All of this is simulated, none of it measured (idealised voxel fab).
The document below concerns the process module designated voxel lift off.
Section cut is 205 nm wide and gridded with 5 nm square cells.
How to read a cross-section here: the picture is a grid of square cells, written as bands going from the top down, and any band can span one or more rows of cells.
Per band: top height and bottom height in nm, followed by the left-to-right materials and their widths in nm; "all across" marks a single material spanning edge to edge, "air" marks empty space.
Height datum 0, below which the as-received substrate wafer is one material. Lowest band open at the bottom, running downward: "0..down".
Width: "30->40" (first number = top row, second number = bottom row, same change from row to row of cells).
Any step labelled "nothing different" changed none of the cells in the cross-section.
What "Enclosed void listing" gives you is every empty space of 8 cells or more that is cut off from the top. Each appears as width x height at distance, with the distance taken from the left edge and width, height and distance all in nm.
If you see something after the settings on a step's line, that's the simulator's own remark about that step.
When a step includes a mask, the "overlay nm" setting on its line states how far to the right of its planned place that mask lay, and negative values state how far to the left.

plan
step 1: op RECEIVE | material Si
step 2: op CONFORMAL_DEP | material SiN | thk nm 15
step 3: op PATTERN | tone open | mask id LINES | material resist | width nm 15 | pitch nm 40 | thk nm 25 | overlay nm -15
step 4: op DIRECTIONAL_DEP | material Ru | thk nm 15
step 5: op STRIP | etch materials resist
step 6: op CONFORMAL_DEP | material SiN | thk nm 10
The wafers are alike at the start. At step 3, their overlay nm differs. The plan lists the first wafer's value.

Cross-section of the first incoming wafer of several, state after step 1
- 0..down | Si all across
- Enclosed void listing: none

Heads up, this table goes wafer by wafer. A row tells you, at the end of the module, how many cells of each material that wafer has put on (+) or dropped (-) since it was received, and then its closed voids
overlay nm -15 | +27 Ru | +241 SiN | Enclosed void listing: none
overlay nm -10 | +27 Ru | +241 SiN | Enclosed void listing: none
overlay nm -5 | +27 Ru | +241 SiN | Enclosed void listing: none
overlay nm 0 | +27 Ru | +241 SiN | Enclosed void listing: none
overlay nm 5 | +27 Ru | +241 SiN | Enclosed void listing: none
overlay nm 10 | +27 Ru | +241 SiN | Enclosed void listing: none
overlay nm 15 | +27 Ru | +241 SiN | Enclosed void listing: none
